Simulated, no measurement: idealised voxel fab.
The document below concerns the process module designated voxel gate over fins.
Cross-section cut: width 240 nm, square cells of 5 nm.
A cross-section is written here as square cells arranged in a grid, and it is given in bands from the top down, each band taking up one or more rows of cells.
Each band's line starts with the height of the band's top and of its bottom, in nm. Then come its materials from left to right, each with its width in nm. One material with "all across" fills the band from edge to edge. "air" is empty space.
The reference from which all heights are counted is 0, the level beneath which the as-received wafer is entirely one material; the lowest band, having no lower bound, proceeds downward and is written after the example "top 0, no bottom".
Graded width ("30 to 40"): value in top row of band = first number; value in bottom row = second number; row-to-row change constant.
When a step is marked "identical to before", none of the cells in the cross-section changed during that step.
The entry "Sealed void list" lists the empty spaces that cover at least 8 cells and have no open path to the top. Each is written as width x height at distance, where the distance is measured from the left edge and all three values are in nm.
Post-settings text on a step line: simulator's own remark regarding the step.
"overlay nm", when on a step's line for a step with a mask, measures how far to the right of its planned place the mask lay; a negative measure means to the left.
Reading guide: pairs of cross-sections, before and after one process step; after view cut off at lowest changed band; step and settings listed under each pair. Pairs may stem from different runs of this module on the same starting wafer; continuity with the pair above only where the "Preceding state" entry states it.
Preceding state:
- top 15, bottom 10  W all across
- top 10, bottom 5  W 10 / TiN 35 / W 25 / TiN 35 / W 25 / TiN 35 / W 25 / TiN 35 / W 15
- top 5, bottom 0  W 10 / TiN 5 / HfO2 25 / TiN 5 / W 25 / TiN 5 / HfO2 25 / TiN 5 / W 25 / TiN 5 / HfO2 25 / TiN 5 / W 25 / TiN 5 / HfO2 25 / TiN 5 / W 15
- top 0, bottom -5  W 10 / TiN 5 / HfO2 5 / Si 15 / HfO2 5 / TiN 5 / W 25 / TiN 5 / HfO2 5 / Si 15 / HfO2 5 / TiN 5 / W 25 / TiN 5 / HfO2 5 / Si 15 / HfO2 5 / TiN 5 / W 25 / TiN 5 / HfO2 5 / Si 15 / HfO2 5 / TiN 5 / W 15
- top -5, bottom -10  TiN 15 / HfO2 5 / Si 15 / HfO2 5 / TiN 35 / HfO2 5 / Si 15 / HfO2 5 / TiN 35 / HfO2 5 / Si 15 / HfO2 5 / TiN 35 / HfO2 5 / Si 15 / HfO2 5 / TiN 20
- top -10, bottom -15  HfO2 20 / Si 15 / HfO2 45 / Si 15 / HfO2 45 / Si 15 / HfO2 45 / Si 15 / HfO2 25
- top -15, bottom -25  SiO2 20 / Si 15 / SiO2 45 / Si 15 / SiO2 45 / Si 15 / SiO2 45 / Si 15 / SiO2 25
- top -25, bottom -30  SiO2 20 / Si 15 / SiO2 15 / TiN 5 / W 5 / TiN 5 / SiO2 15 / Si 15 / SiO2 45 / Si 15 / SiO2 45 / Si 15 / SiO2 25
- top -30, bottom -35  SiO2 20 / Si 15 / SiO2 15 / TiN 15 / SiO2 15 / Si 15 / SiO2 45 / Si 15 / SiO2 45 / Si 15 / SiO2 25
- top -35, bottom -40  SiO2 20 / Si 15 / SiO2 45 / Si 15 / SiO2 45 / Si 15 / SiO2 45 / Si 15 / SiO2 25
- top -40, no bottom  Si all across
- Sealed void list: none
Cut View, Post-Step:
- top 25, bottom 15  SiO2 all across
- Below 15, no change.
- Sealed void list: none
The step carried out between the cross-section before it and the cross-section after it, both shown above, is CONFORMAL_DEP with material SiO2, thk nm 10
Preceding state:
- top 5, bottom 0  SiN all across
- top 0, no bottom  Si all across
- Sealed void list: none
Cut View, Post-Step:
- top 25, bottom 5  resist 20 / air 15 / resist 45 / air 15 / resist 45 / air 15 / resist 45 / air 15 / resist 25
- Below 5, no change.
- Sealed void list: none
The step carried out between the cross-section before it and the cross-section after it, both shown above, is PATTERN with tone open, mask id FINS, material resist, width nm 15, pitch nm 60, thk nm 20, overlay nm 0
Preceding state: Reference is made to the cross-section shown after the step in the pair directly above, which represents the state prior to this step.
Cut View, Post-Step:
- top 25, bottom 5  resist 20 / air 15 / resist 45 / air 15 / resist 45 / air 15 / resist 45 / air 15 / resist 25
- top 5, bottom 0  SiN 20 / air 15 / SiN 45 / air 15 / SiN 45 / air 15 / SiN 45 / air 15 / SiN 25
- Below 0, no change.
- Sealed void list: none
The step carried out between the cross-section before it and the cross-section after it, both shown above, is DIRECTIONAL_ETCH with etch materials SiN, depth nm 5
Preceding state: Reference is made to the cross-section shown after the step in the pair directly above, which represents the state prior to this step.
Cut View, Post-Step:
- top 25, bottom 5  resist 20 / air 15 / resist 45 / air 15 / resist 45 / air 15 / resist 45 / air 15 / resist 25
- top 5, bottom 0  SiN 20 / air 15 / SiN 45 / air 15 / SiN 45 / air 15 / SiN 45 / air 15 / SiN 25
- top 0, bottom -40  Si 20 / air 15 / Si 45 / air 15 / Si 45 / air 15 / Si 45 / air 15 / Si 25
- Below -40, no change.
- Sealed void list: none
The step carried out between the cross-section before it and the cross-section after it, both shown above, is DIRECTIONAL_ETCH with etch materials Si, depth nm 40
Preceding state: Reference is made to the cross-section shown after the step in the pair directly above, which represents the state prior to this step.
Cut View, Post-Step:
- top 5, bottom 0  SiN 20 / air 15 / SiN 45 / air 15 / SiN 45 / air 15 / SiN 45 / air 15 / SiN 25
- Below 0, no change.
- Sealed void list: none
The step carried out between the cross-section before it and the cross-section after it, both shown above, is STRIP with etch materials resist
Preceding state: Reference is made to the cross-section shown after the step in the pair directly above, which represents the state prior to this step.
Cut View, Post-Step:
- top 15, bottom 5  SiO2 all across
- top 5, bottom 0  SiN 20 / SiO2 15 / SiN 45 / SiO2 15 / SiN 45 / SiO2 15 / SiN 45 / SiO2 15 / SiN 25
- top 0, bottom -40  Si 20 / SiO2 15 / Si 45 / SiO2 15 / Si 45 / SiO2 15 / Si 45 / SiO2 15 / Si 25
- Below -40, no change.
- Sealed void list: none
The step carried out between the cross-section before it and the cross-section after it, both shown above, is FILL_DEP with material SiO2, thk nm 10
Preceding state: Reference is made to the cross-section shown after the step in the pair directly above, which represents the state prior to this step.
Cut View, Post-Step:
- top 5, bottom 0  SiN 20 / SiO2 15 / SiN 45 / SiO2 15 / SiN 45 / SiO2 15 / SiN 45 / SiO2 15 / SiN 25
- Below 0, no change.
- Sealed void list: none
The step carried out between the cross-section before it and the cross-section after it, both shown above, is CMP with height nm 5
Preceding state: Reference is made to the cross-section shown after the step in the pair directly above, which represents the state prior to this step.
Cut View, Post-Step:
- top 10, bottom 5  TiN all across
- Below 5, no change.
- Sealed void list: none
The step carried out between the cross-section before it and the cross-section after it, both shown above, is CONFORMAL_DEP with material TiN, thk nm 5
Preceding state: Reference is made to the cross-section shown after the step in the pair directly above, which represents the state prior to this step.
Cut View, Post-Step:
- top 20, bottom 10  W all across
- Below 10, no change.
- Sealed void list: none
The step carried out between the cross-section before it and the cross-section after it, both shown above, is FILL_DEP with material W, thk nm 10
Preceding state: Reference is made to the cross-section shown after the step in the pair directly above, which represents the state prior to this step.
Cut View, Post-Step:
- top 5, bottom 0  SiN 20 / SiO2 15 / SiN 45 / SiO2 15 / SiN 45 / SiO2 15 / SiN 45 / SiO2 15 / SiN 25
- Below 0, no change.
- Sealed void list: none
The step carried out between the cross-section before it and the cross-section after it, both shown above, is CMP with height nm 5
Preceding state: Reference is made to the cross-section shown after the step in the pair directly above, which represents the state prior to this step.
Cut View, Post-Step:
- top 10, bottom 5  SiO2 all across
- Below 5, no change.
- Sealed void list: none
The step carried out between the cross-section before it and the cross-section after it, both shown above, is FILL_DEP with material SiO2, thk nm 5
Preceding state: Reference is made to the cross-section shown after the step in the pair directly above, which represents the state prior to this step.
Cut View, Post-Step:
- top 5, bottom 0  SiN 20 / SiO2 15 / SiN 45 / SiO2 15 / SiN 45 / SiO2 15 / SiN 45 / SiO2 15 / SiN 25
- Below 0, no change.
- Sealed void list: none
The step carried out between the cross-section before it and the cross-section after it, both shown above, is CMP with height nm 5
Preceding state: Reference is made to the cross-section shown after the step in the pair directly above, which represents the state prior to this step.
Cut View, Post-Step:
- top 5, bottom 0  SiN 20 / air 15 / SiN 45 / air 15 / SiN 45 / air 15 / SiN 45 / air 15 / SiN 25
- top 0, bottom -15  Si 20 / air 15 / Si 45 / air 15 / Si 45 / air 15 / Si 45 / air 15 / Si 25
- Below -15, no change.
- Sealed void list: none
The step carried out between the cross-section before it and the cross-section after it, both shown above, is SELECTIVE_ETCH with etch materials SiO2, depth nm 20
Preceding state: Reference is made to the cross-section shown after the step in the pair directly above, which represents the state prior to this step.
Cut View, Post-Step:
- top 0, bottom -15  Si 20 / air 15 / Si 45 / air 15 / Si 45 / air 15 / Si 45 / air 15 / Si 25
- Below -15, no change.
- Sealed void list: none
The step carried out between the cross-section before it and the cross-section after it, both shown above, is STRIP with etch materials SiN
Preceding state: Reference is made to the cross-section shown after the step in the pair directly above, which represents the state prior to this step.
Cut View, Post-Step:
- top 5, bottom 0  HfO2 25 / air 5 / HfO2 55 / air 5 / HfO2 55 / air 5 / HfO2 55 / air 5 / HfO2 30
- top 0, bottom -10  Si 20 / HfO2 5 / air 5 / HfO2 5 / Si 45 / HfO2 5 / air 5 / HfO2 5 / Si 45 / HfO2 5 / air 5 / HfO2 5 / Si 45 / HfO2 5 / air 5 / HfO2 5 / Si 25
- top -10, bottom -15  Si 20 / HfO2 15 / Si 45 / HfO2 15 / Si 45 / HfO2 15 / Si 45 / HfO2 15 / Si 25
- Below -15, no change.
- Sealed void list: none
The step carried out between the cross-section before it and the cross-section after it, both shown above, is CONFORMAL_DEP with material HfO2, thk nm 5
Preceding state: Reference is made to the cross-section shown after the step in the pair directly above, which represents the state prior to this step.
Cut View, Post-Step:
- top 10, bottom 5  TiN all across
- top 5, bottom 0  HfO2 25 / TiN 5 / HfO2 55 / TiN 5 / HfO2 55 / TiN 5 / HfO2 55 / TiN 5 / HfO2 30
- top 0, bottom -10  Si 20 / HfO2 5 / TiN 5 / HfO2 5 / Si 45 / HfO2 5 / TiN 5 / HfO2 5 / Si 45 / HfO2 5 / TiN 5 / HfO2 5 / Si 45 / HfO2 5 / TiN 5 / HfO2 5 / Si 25
- Below -10, no change.
- Sealed void list: none
The step carried out between the cross-section before it and the cross-section after it, both shown above, is CONFORMAL_DEP with material TiN, thk nm 5
Preceding state: Reference is made to the cross-section shown after the step in the pair directly above, which represents the state prior to this step.
Cut View, Post-Step:
- top 20, bottom 10  W all across
- Below 10, no change.
- Sealed void list: none
The step carried out between the cross-section before it and the cross-section after it, both shown above, is FILL_DEP with material W, thk nm 10
Preceding state: Reference is made to the cross-section shown after the step in the pair directly above, which represents the state prior to this step.
Cut View, Post-Step:
- top 15, bottom 10  W all across
- Below 10, no change.
- Sealed void list: none
The step carried out between the cross-section before it and the cross-section after it, both shown above, is CMP with height nm 15
Preceding state: Reference is made to the cross-section shown after the step in the pair directly above, which represents the state prior to this step.
Cut View, Post-Step:
- top 25, bottom 15  SiN all across
- Below 15, no change.
- Sealed void list: none
The step carried out between the cross-section before it and the cross-section after it, both shown above, is CONFORMAL_DEP with material SiN, thk nm 10
